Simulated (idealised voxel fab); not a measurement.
This is a process module. Its name is voxel capacitor over wiring.
Section shown: cut. Width: 150 nm. Cell size: 5 nm, square.
Think of the cross-section as a grid of square cells. We describe it in bands, top to bottom, and each band covers one or more rows of those cells. Read a band's entry like this: the first values are the height of its top and the height of its bottom in nm, and what follows is the sequence of materials from left to right, each with its width in nm. Note that "blank" is empty space, and that a single material marked "edge to edge" reaches across the band from edge to edge. Where do heights start? At 0: under that level the wafer as delivered is made of one material only. And the lowest band has no floor; it just carries on downward, as in "0 nm and below". The two numbers in a width such as "30->40" mark its ends across the band: the first belongs to the top row of cells, the second to the bottom row, and from each row to the next the width moves by the same amount. Step note "no change" = no cross-section cell changed. Closed empty spaces (no open way to the top) of 8 cells or more are what "Sealed cavities" lists, each as width x height at distance from the left edge, nm for all three. Note: text after step settings on the step line = simulator remark on that step. overlay nm: mask right of planned place by this much (step with mask). Neg. = left.

[Set out below are the planned steps of the process]
1: RECEIVE,material Si
2: CONFORMAL_DEP,material SiO2,thk nm 15
3: CONFORMAL_DEP,material SiN,thk nm 5
4: DIRECTIONAL_DEP,material lowk,thk nm 20
5: PATTERN,tone open,mask id METAL_1,material resist,width nm 25,pitch nm 90,thk nm 20,overlay nm 0
6: DIRECTIONAL_ETCH,etch materials lowk,depth nm 20
7: DIRECTIONAL_ETCH,etch materials SiN,depth nm 5
8: STRIP,etch materials resist
9: CONFORMAL_DEP,material TiN,thk nm 5
10: FILL_DEP,material W,thk nm 5
11: CMP,height nm 40
12: CONFORMAL_DEP,material SiCN,thk nm 5
13: DIRECTIONAL_DEP,material lowk,thk nm 20
14: DIRECTIONAL_DEP,material aC,thk nm 15
15: PATTERN,tone open,mask id PLUG_1,material resist,width nm 15,thk nm 35,overlay nm 0
16: DIRECTIONAL_ETCH,etch materials aC,depth nm 15
17: STRIP,etch materials resist
18: DIRECTIONAL_ETCH,etch materials lowk,depth nm 20
19: DIRECTIONAL_ETCH,etch materials SiCN,depth nm 5
20: STRIP,etch materials aC
21: EPI,material Ru,thk nm 10
22: EPI,material Ru,thk nm 10
23: EPI,material Ru,thk nm 5
24: DIRECTIONAL_DEP,material TiN,thk nm 10
25: DIRECTIONAL_DEP,material Al2O3,thk nm 5
26: DIRECTIONAL_DEP,material TiN,thk nm 5
27: PATTERN,tone cover,mask id UPPER_PLATE,material resist,width nm 70,thk nm 20,overlay nm 0
28: DIRECTIONAL_ETCH,etch materials TiN,depth nm 5
29: DIRECTIONAL_ETCH,etch materials Al2O3,depth nm 5
30: STRIP,etch materials resist
31: DIRECTIONAL_DEP,material aC,thk nm 10
32: PATTERN,tone cover,mask id LOWER_PLATE,material resist,width nm 80,thk nm 25,overlay nm 0
33: DIRECTIONAL_ETCH,etch materials aC,depth nm 10
34: STRIP,etch materials resist
35: DIRECTIONAL_ETCH,etch materials TiN,depth nm 10
36: STRIP,etch materials aC
37: FILL_DEP,material SiO2,thk nm 20
38: CMP,height nm 100
39: DIRECTIONAL_DEP,material aC,thk nm 15
40: PATTERN,tone open,mask id PLUG_2,material resist,width nm 15,thk nm 30,overlay nm 0
41: DIRECTIONAL_ETCH,etch materials aC,depth nm 15
42: STRIP,etch materials resist
43: DIRECTIONAL_ETCH,etch materials SiO2,depth nm 15
44: STRIP,etch materials aC
45: CONFORMAL_DEP,material TiN,thk nm 5
46: FILL_DEP,material Cu,thk nm 10
47: CMP,height nm 100
48: CONFORMAL_DEP,material SiCN,thk nm 5

[Step 1 complete: cross-section of the wafer as received]
  0 nm and below  Si edge to edge
  Sealed cavities: none

[The module was run from the start shown above using the plan shown above, but one mistake was made doing it; the resulting wafer cross-section is below]
  105 nm to 100 nm  SiCN edge to edge
  100 nm to 90 nm  SiO2 35 nm, TiN 5 nm, Cu 5 nm, TiN 5 nm, SiO2 100 nm
  90 nm to 80 nm  SiO2 35->25 nm, TiN 15->70 nm, SiO2 100->55 nm
  80 nm to 75 nm  SiO2 25 nm, Al2O3 70 nm, SiO2 55 nm
  75 nm to 65 nm  SiO2 20 nm, TiN 80 nm, SiO2 50 nm
  65 nm to 45 nm  lowk 25 nm, Ru 15 nm, lowk 110 nm
  45 nm to 40 nm  SiCN 25 nm, Ru 15 nm, SiCN 110 nm
  40 nm to 35 nm  TiN 20 nm, W 15 nm, TiN 75 nm, W 15 nm, TiN 25 nm
  35 nm to 15 nm  lowk 15 nm, TiN 5 nm, W 15 nm, TiN 5 nm, lowk 65 nm, TiN 5 nm, W 15 nm, TiN 5 nm, lowk 20 nm
  15 nm to 10 nm  SiN 15 nm, TiN 25 nm, SiN 65 nm, TiN 25 nm, SiN 20 nm
  10 nm to 0 nm  SiO2 edge to edge
  0 nm and below  Si edge to edge
  Sealed cavities: none
What broke from the plan during processing? rather than as planned, step 2 actually ran as CONFORMAL_DEP,material SiO2,thk nm 10
